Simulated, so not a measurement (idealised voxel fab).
process module | voxel lift off
cross-section cut | 230 nm wide | cells 5 nm
A cross-section is a grid of square cells, given in bands from the top down. A band is one or more rows of cells.
Each band's line starts with the height of the band's top and of its bottom, in nm. Then come its materials from left to right, each with its width in nm. One material with "throughout" fills the band from edge to edge. "air" is empty space.
Height 0 is the level under which the wafer as received is all one material. The lowest band goes on downwards, as in "0 down".
A width such as "30 to 40" changes by the same amount from each row of cells to the next, from the band's top row to its bottom row.
"no change" after a step means that no cell of the cross-section changed.
closed voids: empty space of 8 cells or more with no open way to the top, each as width x height at its distance from the left edge, in nm
after a step's settings: what the simulator itself notes on the step
overlay nm, on a step with a mask: how far to the right of its planned place the mask lay; to the left if negative
plan
1 op RECEIVE | material Si
2 op CONFORMAL_DEP | material SiO2 | thk nm 10
3 op PATTERN | tone open | mask id LINES | material resist | width nm 20 | pitch nm 35 | thk nm 20 | overlay nm 0
4 op DIRECTIONAL_DEP | material Ru | thk nm 5
5 op STRIP | etch materials resist
6 op CONFORMAL_DEP | material SiO2 | thk nm 5
as received, after step 1
  0 down: Si throughout
  closed voids: none
a wafer at the end: this start, this plan, one mistake
  15 to 0: SiO2 throughout
  0 down: Si throughout
  closed voids: none
what went wrong: step 4 was left out
